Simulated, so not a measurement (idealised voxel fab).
This section sets out a process module, namely voxel wiring stack.
cross-section cut | 240 nm wide | cells 5 nm
The cross-sections in this document take the form of a grid made of square cells. They are written out as bands, in order from top to bottom. Each band consists of one or more rows of cells.
It is stipulated that each band's entry specify, in nanometres, the height of the top of the band and then that of its bottom, followed by the materials of the band in left-to-right sequence, each together with its width in nanometres. A single material marked by the word "throughout" is understood to fill the band from edge to edge; the word "empty" is understood to denote empty space.
Zero point of the height axis is 0; under it, received wafer = one material. Lowest band: continues down indefinitely, "top 0, no bottom".
Think of "30..40" as a width that walks from the first number to the second as you go down the band, top row to bottom row, taking equal-sized steps from row to row.
The cross-section has no changed cell in any step marked "no change".
Each empty space that has no open way to the top and spans at least 8 cells appears under "Sealed void listing" as width x height at distance, the distance counted from the left edge, all in nm.
Past the settings on a step's line: simulator remark, on that step.
Regarding "overlay nm": on a step with a mask, it is the distance the mask lay to the right of its planned place; a negative value places it to the left.

Steps planned for the process
1,op RECEIVE | material Si
2,op CONFORMAL_DEP | material SiO2 | thk nm 15
3,op DIRECTIONAL_DEP | material TiN | thk nm 5
4,op DIRECTIONAL_DEP | material Ru | thk nm 25
5,op PATTERN | tone cover | mask id METAL_1 | material resist | width nm 25 | pitch nm 45 | thk nm 20 | overlay nm -15
6,op DIRECTIONAL_ETCH | etch materials Ru | depth nm 25
7,op DIRECTIONAL_ETCH | etch materials TiN | depth nm 5
8,op STRIP | etch materials resist
9,op FILL_DEP | material lowk | thk nm 10
10,op CMP | height nm 45
11,op CONFORMAL_DEP | material SiCN | thk nm 5
12,op DIRECTIONAL_DEP | material lowk | thk nm 25
13,op DIRECTIONAL_DEP | material aC | thk nm 10
14,op PATTERN | tone open | mask id METAL_2_HOLES | material resist | width nm 15 | pitch nm 45 | thk nm 25 | overlay nm 0
15,op DIRECTIONAL_ETCH | etch materials aC | depth nm 10
16,op STRIP | etch materials resist
17,op DIRECTIONAL_ETCH | etch materials lowk | depth nm 25
18,op STRIP | etch materials aC
19,op MASKED_ETCH | tone open | mask id METAL_2 | width nm 25 | pitch nm 45 | etch materials lowk | depth nm 15 | overlay nm 0
20,op MASKED_ETCH | tone open | mask id METAL_2 | width nm 25 | pitch nm 45 | etch materials SiCN | depth nm 5 | overlay nm 0
21,op CONFORMAL_DEP | material TiN | thk nm 5
22,op FILL_DEP | material Cu | thk nm 10
23,op CMP | height nm 75
24,op CONFORMAL_DEP | material SiCN | thk nm 5
Every wafer here starts from the same state; it is the step 5 overlay nm that distinguishes them, and the value the plan gives belongs to the first wafer.

First of several wafers, received after step 1, in cross-section
- top 0, no bottom  Si throughout
- Sealed void listing: none

Take a look at the first of several wafers in cross-section: the module is done, and step 24 was its last step
- top 80, bottom 75  SiCN throughout
- top 75, bottom 65  lowk (40); TiN (5); Cu (15); TiN (5); lowk (20); TiN (5); Cu (15); TiN (5); lowk (20); TiN (5); Cu (15); TiN (5); lowk (20); TiN (5); Cu (15); TiN (5); lowk (40)
- top 65, bottom 60  lowk (40); TiN (5); Cu (5); TiN (15); lowk (20); TiN (5); Cu (5); TiN (15); lowk (20); TiN (5); Cu (5); TiN (15); lowk (20); TiN (5); Cu (5); TiN (15); lowk (40)
- top 60, bottom 50  lowk (40); TiN (5); Cu (5); TiN (5); lowk (30); TiN (5); Cu (5); TiN (5); lowk (30); TiN (5); Cu (5); TiN (5); lowk (30); TiN (5); Cu (5); TiN (5); lowk (50)
- top 50, bottom 45  SiCN (40); TiN (15); SiCN (30); TiN (15); SiCN (30); TiN (15); SiCN (30); TiN (15); SiCN (50)
- top 45, bottom 20  lowk (25); Ru (25); lowk (20); Ru (25); lowk (20); Ru (25); lowk (20); Ru (25); lowk (55)
- top 20, bottom 15  lowk (25); TiN (25); lowk (20); TiN (25); lowk (20); TiN (25); lowk (20); TiN (25); lowk (55)
- top 15, bottom 0  SiO2 throughout
- top 0, no bottom  Si throughout
- Sealed void listing: none

X-section, last wafer, module end
- top 80, bottom 75  SiCN throughout
- top 75, bottom 65  lowk (40); TiN (5); Cu (15); TiN (5); lowk (20); TiN (5); Cu (15); TiN (5); lowk (20); TiN (5); Cu (15); TiN (5); lowk (20); TiN (5); Cu (15); TiN (5); lowk (40)
- top 65, bottom 60  lowk (40); TiN (5); Cu (5); TiN (15); lowk (20); TiN (5); Cu (5); TiN (15); lowk (20); TiN (5); Cu (5); TiN (15); lowk (20); TiN (5); Cu (5); TiN (15); lowk (40)
- top 60, bottom 50  lowk (40); TiN (5); Cu (5); TiN (5); lowk (30); TiN (5); Cu (5); TiN (5); lowk (30); TiN (5); Cu (5); TiN (5); lowk (30); TiN (5); Cu (5); TiN (5); lowk (50)
- top 50, bottom 45  SiCN (40); TiN (15); SiCN (30); TiN (15); SiCN (30); TiN (15); SiCN (30); TiN (15); SiCN (50)
- top 45, bottom 20  lowk (55); Ru (25); lowk (20); Ru (25); lowk (20); Ru (25); lowk (20); Ru (25); lowk (25)
- top 20, bottom 15  lowk (55); TiN (25); lowk (20); TiN (25); lowk (20); TiN (25); lowk (20); TiN (25); lowk (25)
- top 15, bottom 0  SiO2 throughout
- top 0, no bottom  Si throughout
- Sealed void listing: none

Row per wafer, end-of-module: cell gain (+)/loss (-) by material since the wafer came in, then closed voids
overlay nm -15, +36 Cu, +100 Ru, +84 SiCN, +144 SiO2, +80 TiN, +324 lowk, Sealed void listing: none
overlay nm -10, +36 Cu, +100 Ru, +84 SiCN, +144 SiO2, +80 TiN, +324 lowk, Sealed void listing: none
overlay nm -5, +36 Cu, +100 Ru, +84 SiCN, +144 SiO2, +80 TiN, +324 lowk, Sealed void listing: none
overlay nm 0, +36 Cu, +100 Ru, +84 SiCN, +144 SiO2, +80 TiN, +324 lowk, Sealed void listing: none
overlay nm 5, +36 Cu, +100 Ru, +84 SiCN, +144 SiO2, +80 TiN, +324 lowk, Sealed void listing: none
overlay nm 10, +36 Cu, +100 Ru, +84 SiCN, +144 SiO2, +80 TiN, +324 lowk, Sealed void listing: none
overlay nm 15, +36 Cu, +100 Ru, +84 SiCN, +144 SiO2, +80 TiN, +324 lowk, Sealed void listing: none
